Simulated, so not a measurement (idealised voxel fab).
Process module, titled voxel wiring stack
Each square cell in cross-section cut measures 5 nm, and the section as a whole is 280 nm wide.
Cross-section, as written here: a square-cell grid given band by band from the top down, where a band holds one or more rows of cells. A band entry consists of two parts. The first gives the height of the band's top and the height of its bottom, in nm. The rest lists the band's materials from left to right, each with its width in nm. A single material labelled with the word "all across" fills the band from edge to edge, and the word "empty" marks empty space. Heights are measured from 0, the level below which the as-received wafer is all one material; the lowest band has no bottom and continues downward, written as in "0 -> down". So if you see something like "30 to 40" for the width, read it as the top row of the band sitting at the first number and the bottom row at the second, with every row in between moving by the same amount as the last. Any step labelled "no change occurred" changed none of the cells in the cross-section. "Closed cavities" lists enclosed empty spaces (at least 8 cells, no open path upward to the top), each as width x height at distance from the left edge, in nm. What comes after the settings on a step's line is commentary from the simulator itself on that step. What "overlay nm" on a step's line means: if the step has a mask, that mask lay this far to the right of its planned place, or, when the value is negative, to the left.
Steps planned for the process
step 1: RECEIVE,material Si
step 2: CONFORMAL_DEP,material SiO2,thk nm 10
step 3: DIRECTIONAL_DEP,material TiN,thk nm 5
step 4: DIRECTIONAL_DEP,material Ru,thk nm 20
step 5: PATTERN,tone cover,mask id METAL_1,material resist,width nm 20,pitch nm 40,thk nm 20,overlay nm 0
step 6: DIRECTIONAL_ETCH,etch materials Ru,depth nm 20
step 7: DIRECTIONAL_ETCH,etch materials TiN,depth nm 5
step 8: STRIP,etch materials resist
step 9: FILL_DEP,material SiO2,thk nm 10
step 10: CMP,height nm 35
step 11: CONFORMAL_DEP,material SiCN,thk nm 5
step 12: DIRECTIONAL_DEP,material lowk,thk nm 10
step 13: MASKED_ETCH,tone open,mask id PLUG_1,width nm 15,etch materials lowk,depth nm 10,overlay nm 0
step 14: MASKED_ETCH,tone open,mask id PLUG_1,width nm 15,etch materials SiCN,depth nm 5,overlay nm 0
step 15: CONFORMAL_DEP,material TiN,thk nm 5
step 16: FILL_DEP,material Ru,thk nm 10
step 17: CMP,height nm 50
step 18: CONFORMAL_DEP,material SiCN,thk nm 5
step 19: DIRECTIONAL_DEP,material SiO2,thk nm 15
step 20: MASKED_ETCH,tone open,mask id METAL_2,width nm 20,pitch nm 40,etch materials SiO2,depth nm 15,overlay nm 0
step 21: MASKED_ETCH,tone open,mask id METAL_2,width nm 20,pitch nm 40,etch materials SiCN,depth nm 5,overlay nm 0
step 22: CONFORMAL_DEP,material TiN,thk nm 5
step 23: FILL_DEP,material Ru,thk nm 10
step 24: CMP,height nm 70
step 25: EPI,material Ru,thk nm 5
step 26: FILL_DEP,material SiCN,thk nm 5
This is the cross-section of the wafer as we received it, i.e. after step 1
- 0 -> down  Si all across
- Closed cavities: none
Here's the cross-section of the first of our two wafers at the end of the module - it ran as planned
- 80 -> 75  SiCN all across
- 75 -> 70  SiCN 105, then Ru 30, then SiCN 10, then Ru 30, then SiCN 105
- 70 -> 55  SiO2 110, then TiN 5, then Ru 10, then TiN 5, then SiO2 20, then TiN 5, then Ru 10, then TiN 5, then SiO2 110
- 55 -> 50  SiCN 110, then TiN 20, then SiCN 20, then TiN 20, then SiCN 110
- 50 -> 40  lowk 110, then TiN 5, then Ru 5, then TiN 5, then lowk 155
- 40 -> 35  SiCN 110, then TiN 15, then SiCN 155
- 35 -> 15  SiO2 110, then Ru 20, then SiO2 20, then Ru 20, then SiO2 110
- 15 -> 10  SiO2 110, then TiN 20, then SiO2 20, then TiN 20, then SiO2 110
- 10 -> 0  SiO2 all across
- 0 -> down  Si all across
- Closed cavities: none
Presented here is a cross-section of the second of the two wafers as it stood at the end of the module. It was started in the same manner and assigned the same plan as the first wafer; however, one mistake was made in its execution
- 80 -> 75  SiCN all across
- 75 -> 70  SiCN 110, then Ru 25, then SiCN 15, then Ru 25, then SiCN 105
- 70 -> 55  SiO2 115, then TiN 5, then Ru 5, then TiN 5, then SiO2 25, then TiN 5, then Ru 5, then TiN 5, then SiO2 110
- 55 -> 50  SiCN 115, then TiN 15, then SiCN 25, then TiN 15, then SiCN 110
- 50 -> 40  lowk 110, then TiN 5, then Ru 5, then TiN 5, then lowk 155
- 40 -> 35  SiCN 110, then TiN 15, then SiCN 155
- 35 -> 15  SiO2 110, then Ru 20, then SiO2 20, then Ru 20, then SiO2 110
- 15 -> 10  SiO2 110, then TiN 20, then SiO2 20, then TiN 20, then SiO2 110
- 10 -> 0  SiO2 all across
- 0 -> down  Si all across
- Closed cavities: none
Against the plan, the run slipped here: note that step 20 departed from the planned setting and was carried out as MASKED_ETCH,tone open,mask id METAL_2,width nm 15,pitch nm 40,etch materials SiO2,depth nm 15,overlay nm 0
Once processing is complete, comparing cell counts shows that the second wafer has more or fewer of certain materials than the first: -8 Ru | +4 SiCN | +6 SiO2 | -2 TiN
